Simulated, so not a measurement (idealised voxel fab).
Documented hereafter: the process module known as voxel wiring stack.
The cross-section shown here is cut; it is 145 nm wide and divided into square cells measuring 5 nm on a side.
We lay out every cross-section as a grid of square cells and spell it out in bands from the top down, where one band means one or more rows of cells. Heights first: top, then bottom, in nm. Then materials, left to right, each with a width in nm. "everywhere" on a single material: fills the band edge to edge. "empty": empty space. Below 0: as-received wafer, all one material; heights counted from there. Lowest band: no bottom, goes on down, written "top 0, no bottom". Quick explanation for "30->40": the width changes in equal steps down the rows of cells, from the first number in the band's top row to the second number in its bottom row. The cross-section has no changed cell in any step marked "nothing altered". In "Trapped void list" the enclosed voids are listed, meaning empty spaces of 8 cells or larger without any opening to the top. The form is width x height at distance, distance from the left edge, units nm. On a step's line, text after the settings is the simulator commenting on that step. overlay nm: right-of-plan distance of the mask on a masked step; negative values mean left-of-plan.
Process steps (planned)
1) RECEIVE [material Si]
2) CONFORMAL_DEP [material SiO2] [thk nm 10]
3) DIRECTIONAL_DEP [material TiN] [thk nm 5]
4) DIRECTIONAL_DEP [material Ru] [thk nm 20]
5) PATTERN [tone cover] [mask id METAL_1] [material resist] [width nm 30] [pitch nm 55] [thk nm 20] [overlay nm 0]
6) DIRECTIONAL_ETCH [etch materials Ru] [depth nm 20]
7) DIRECTIONAL_ETCH [etch materials TiN] [depth nm 5]
8) STRIP [etch materials resist]
9) CONFORMAL_DEP [material SiCN] [thk nm 5]
10) FILL_DEP [material SiO2] [thk nm 10]
11) CMP [height nm 35]
12) CONFORMAL_DEP [material SiCN] [thk nm 5]
13) DIRECTIONAL_DEP [material SiO2] [thk nm 10]
14) MASKED_ETCH [tone open] [mask id PLUG_1] [width nm 15] [etch materials SiO2] [depth nm 10] [overlay nm 0]
15) MASKED_ETCH [tone open] [mask id PLUG_1] [width nm 15] [etch materials SiCN] [depth nm 5] [overlay nm 0]
16) CONFORMAL_DEP [material TiN] [thk nm 5]
17) FILL_DEP [material W] [thk nm 10]
18) CMP [height nm 50]
19) CONFORMAL_DEP [material SiCN] [thk nm 5]
20) DIRECTIONAL_DEP [material lowk] [thk nm 20]
21) DIRECTIONAL_DEP [material aC] [thk nm 10]
22) PATTERN [tone open] [mask id METAL_2] [material resist] [width nm 30] [pitch nm 55] [thk nm 30] [overlay nm 0]
23) DIRECTIONAL_ETCH [etch materials aC] [depth nm 10]
24) STRIP [etch materials resist]
25) DIRECTIONAL_ETCH [etch materials lowk] [depth nm 20]
26) DIRECTIONAL_ETCH [etch materials SiCN] [depth nm 5]
27) STRIP [etch materials aC]
28) CONFORMAL_DEP [material TiN] [thk nm 5]
29) FILL_DEP [material Cu] [thk nm 5]
30) CMP [height nm 75]
31) CONFORMAL_DEP [material SiCN] [thk nm 5]
32) DIRECTIONAL_DEP [material SiO2] [thk nm 20]
33) DIRECTIONAL_DEP [material aC] [thk nm 10]
34) PATTERN [tone open] [mask id PLUG_2] [material resist] [width nm 15] [pitch nm 55] [thk nm 30] [overlay nm -15]
35) DIRECTIONAL_ETCH [etch materials aC] [depth nm 10]
36) STRIP [etch materials resist]
37) DIRECTIONAL_ETCH [etch materials SiO2] [depth nm 20]
38) DIRECTIONAL_ETCH [etch materials SiCN] [depth nm 5]
39) STRIP [etch materials aC]
40) CONFORMAL_DEP [material TiN] [thk nm 5]
41) FILL_DEP [material W] [thk nm 10]
42) CMP [height nm 100]
43) DIRECTIONAL_DEP [material TiN] [thk nm 5]
44) DIRECTIONAL_DEP [material Ru] [thk nm 25]
45) MASKED_ETCH [tone cover] [mask id METAL_3] [width nm 30] [pitch nm 55] [etch materials Ru] [depth nm 25] [overlay nm 0]
46) MASKED_ETCH [tone cover] [mask id METAL_3] [width nm 30] [pitch nm 55] [etch materials TiN] [depth nm 5] [overlay nm 0]
47) FILL_DEP [material SiO2] [thk nm 10]
48) CMP [height nm 130]
49) CONFORMAL_DEP [material SiN] [thk nm 5]
The overlay nm used in step 34 is not the same on every wafer, whereas the starting condition is; the value printed in the plan is the first wafer's.
Cross-sectional view of the first of several wafers in the as-received condition, corresponding to the state following step 1
- top 0, no bottom | Si everywhere
- Trapped void list: none
Depicted here is the first of several wafers in cross-section, at module completion following the last step, step 49
- top 135, bottom 130 | SiN everywhere
- top 130, bottom 105 | 30 SiO2, 30 Ru, 25 SiO2, 30 Ru, 30 SiO2
- top 105, bottom 100 | 30 SiO2, 30 TiN, 25 SiO2, 30 TiN, 30 SiO2
- top 100, bottom 80 | 15 SiO2, 5 TiN, 5 W, 5 TiN, 40 SiO2, 5 TiN, 5 W, 5 TiN, 60 SiO2
- top 80, bottom 75 | 15 SiCN, 15 TiN, 40 SiCN, 15 TiN, 60 SiCN
- top 75, bottom 55 | 30 lowk, 5 TiN, 20 Cu, 5 TiN, 25 lowk, 5 TiN, 20 Cu, 5 TiN, 30 lowk
- top 55, bottom 50 | 30 SiCN, 30 TiN, 25 SiCN, 30 TiN, 30 SiCN
- top 50, bottom 40 | 30 SiO2, 5 TiN, 5 W, 5 TiN, 100 SiO2
- top 40, bottom 35 | 30 SiCN, 15 TiN, 100 SiCN
- top 35, bottom 15 | 25 SiO2, 5 SiCN, 30 Ru, 5 SiCN, 15 SiO2, 5 SiCN, 30 Ru, 5 SiCN, 25 SiO2
- top 15, bottom 10 | 30 SiCN, 30 TiN, 25 SiCN, 30 TiN, 30 SiCN
- top 10, bottom 0 | SiO2 everywhere
- top 0, no bottom | Si everywhere
- Trapped void list: none
Sectional view of the last wafer upon completion of the module
- top 135, bottom 130 | SiN everywhere
- top 130, bottom 105 | 30 SiO2, 30 Ru, 25 SiO2, 30 Ru, 30 SiO2
- top 105, bottom 100 | 30 SiO2, 30 TiN, 25 SiO2, 30 TiN, 30 SiO2
- top 100, bottom 80 | 45 SiO2, 5 TiN, 5 W, 5 TiN, 40 SiO2, 5 TiN, 5 W, 5 TiN, 30 SiO2
- top 80, bottom 75 | 45 SiCN, 15 TiN, 40 SiCN, 15 TiN, 30 SiCN
- top 75, bottom 55 | 30 lowk, 5 TiN, 20 Cu, 5 TiN, 25 lowk, 5 TiN, 20 Cu, 5 TiN, 30 lowk
- top 55, bottom 50 | 30 SiCN, 30 TiN, 25 SiCN, 30 TiN, 30 SiCN
- top 50, bottom 40 | 30 SiO2, 5 TiN, 5 W, 5 TiN, 100 SiO2
- top 40, bottom 35 | 30 SiCN, 15 TiN, 100 SiCN
- top 35, bottom 15 | 25 SiO2, 5 SiCN, 30 Ru, 5 SiCN, 15 SiO2, 5 SiCN, 30 Ru, 5 SiCN, 25 SiO2
- top 15, bottom 10 | 30 SiCN, 30 TiN, 25 SiCN, 30 TiN, 30 SiCN
- top 10, bottom 0 | SiO2 everywhere
- top 0, no bottom | Si everywhere
- Trapped void list: none
Heads up, this table goes wafer by wafer. A row tells you, at the end of the module, how many cells of each material that wafer has put on (+) or dropped (-) since it was received, and then its closed voids
overlay nm -15; +32 Cu; +108 Ru; +99 SiCN; +29 SiN; +356 SiO2; +81 TiN; +10 W; +68 lowk; Trapped void list: none
overlay nm -10; +32 Cu; +108 Ru; +99 SiCN; +29 SiN; +356 SiO2; +81 TiN; +10 W; +68 lowk; Trapped void list: none
overlay nm -5; +32 Cu; +108 Ru; +99 SiCN; +29 SiN; +356 SiO2; +81 TiN; +10 W; +68 lowk; Trapped void list: none
overlay nm 0; +32 Cu; +108 Ru; +99 SiCN; +29 SiN; +356 SiO2; +81 TiN; +10 W; +68 lowk; Trapped void list: none
overlay nm 5; +32 Cu; +108 Ru; +99 SiCN; +29 SiN; +356 SiO2; +81 TiN; +10 W; +68 lowk; Trapped void list: none
overlay nm 10; +32 Cu; +108 Ru; +99 SiCN; +29 SiN; +356 SiO2; +81 TiN; +10 W; +68 lowk; Trapped void list: none
overlay nm 15; +32 Cu; +108 Ru; +99 SiCN; +29 SiN; +356 SiO2; +81 TiN; +10 W; +68 lowk; Trapped void list: none
